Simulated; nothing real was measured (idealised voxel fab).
Process module name: voxel capacitor over wiring
The cross-section shown here is cut; it is 210 nm wide and divided into square cells measuring 5 nm on a side.
Bands, listed from the top down, are how a cross-section gets written in this document; the cross-section itself is a grid of square cells, and a band is one or more rows of them.
Band: top and bottom heights (nm) first, top before bottom; then materials from left to right, widths in nm. "full width" marks a sole material filling the band edge to edge. "empty" denotes empty space.
For the purposes of this specification, 0 denotes the height below which the wafer in its as-received condition is composed wholly of one material, and the lowermost band, lacking a lower limit, extends downward without end, as expressed in "0 and below".
Quick explanation for "30 to 40": the width changes in equal steps down the rows of cells, from the first number in the band's top row to the second number in its bottom row.
"nothing was modified", as given for a step, is the statement that not any cell of the cross-section underwent a change during that step.
Under "Enclosed voids" you'll find the enclosed gaps, the ones with no way out to the top, that are 8 cells or bigger; each reads width x height at distance, with distance counted from the left edge, everything in nm.
Read whatever lies past the settings on a step's line as the simulator's own remark about the step.
The "overlay nm" setting may appear on a step's line; for a step that uses a mask, it gives how far to the right of its planned position the mask lay, and a negative value indicates the left.
Process steps (planned):
1 RECEIVE [material Si]
2 CONFORMAL_DEP [material SiO2] [thk nm 15]
3 DIRECTIONAL_DEP [material TiN] [thk nm 5]
4 DIRECTIONAL_DEP [material W] [thk nm 20]
5 PATTERN [tone cover] [mask id METAL_1] [material resist] [width nm 25] [pitch nm 85] [thk nm 15] [overlay nm 0]
6 DIRECTIONAL_ETCH [etch materials W] [depth nm 20]
7 DIRECTIONAL_ETCH [etch materials TiN] [depth nm 5]
8 STRIP [etch materials resist]
9 CONFORMAL_DEP [material SiN] [thk nm 5]
10 FILL_DEP [material lowk] [thk nm 5]
11 CMP [height nm 40]
12 CONFORMAL_DEP [material SiCN] [thk nm 5]
13 DIRECTIONAL_DEP [material lowk] [thk nm 15]
14 DIRECTIONAL_DEP [material aC] [thk nm 15]
15 PATTERN [tone open] [mask id PLUG_1] [material resist] [width nm 15] [thk nm 30] [overlay nm 0]
16 DIRECTIONAL_ETCH [etch materials aC] [depth nm 15]
17 STRIP [etch materials resist]
18 DIRECTIONAL_ETCH [etch materials lowk] [depth nm 15]
19 DIRECTIONAL_ETCH [etch materials SiCN] [depth nm 5]
20 STRIP [etch materials aC]
21 EPI [material Ru] [thk nm 10]
22 EPI [material Ru] [thk nm 10]
23 DIRECTIONAL_DEP [material TiN] [thk nm 10]
24 DIRECTIONAL_DEP [material SiN] [thk nm 5]
25 DIRECTIONAL_DEP [material TiN] [thk nm 5]
26 PATTERN [tone cover] [mask id UPPER_PLATE] [material resist] [width nm 65] [thk nm 15] [overlay nm 0]
27 DIRECTIONAL_ETCH [etch materials TiN] [depth nm 5]
28 DIRECTIONAL_ETCH [etch materials SiN] [depth nm 5]
29 STRIP [etch materials resist]
30 PATTERN [tone cover] [mask id LOWER_PLATE] [material resist] [width nm 75] [thk nm 20] [overlay nm 0]
31 DIRECTIONAL_ETCH [etch materials TiN] [depth nm 10]
32 STRIP [etch materials resist]
33 FILL_DEP [material SiO2] [thk nm 15]
34 CMP [height nm 90]
35 DIRECTIONAL_DEP [material aC] [thk nm 10]
36 PATTERN [tone open] [mask id PLUG_2] [material resist] [width nm 15] [thk nm 30] [overlay nm 0]
37 DIRECTIONAL_ETCH [etch materials aC] [depth nm 10]
38 STRIP [etch materials resist]
39 DIRECTIONAL_ETCH [etch materials SiO2] [depth nm 10]
40 STRIP [etch materials aC]
41 CONFORMAL_DEP [material TiN] [thk nm 5]
42 FILL_DEP [material Ru] [thk nm 10]
43 CMP [height nm 90]
44 CONFORMAL_DEP [material SiCN] [thk nm 5]
Every wafer here starts from the same state; it is the step 3 thk nm that distinguishes them, and the value the plan gives belongs to the first wafer.
Cross-section of the first of several received wafers, showing its state after step 1:
* 0 and below: Si full width
* Enclosed voids: none
Where each wafer stands at the end of the module, a row apiece: cells of each material gained (+) or lost (-) since it was received, then closed voids:
thk nm 5; +13 Ru; +81 SiCN; +61 SiN; +316 SiO2; +58 TiN; +40 W; +229 lowk; Enclosed voids: none
thk nm 10; +13 Ru; +81 SiCN; +57 SiN; +316 SiO2; +100 TiN; +30 W; +201 lowk; Enclosed voids: none
thk nm 15; +13 Ru; +81 SiCN; +53 SiN; +316 SiO2; +142 TiN; +20 W; +173 lowk; Enclosed voids: none
thk nm 20; +13 Ru; +81 SiCN; +49 SiN; +316 SiO2; +184 TiN; +10 W; +145 lowk; Enclosed voids: none
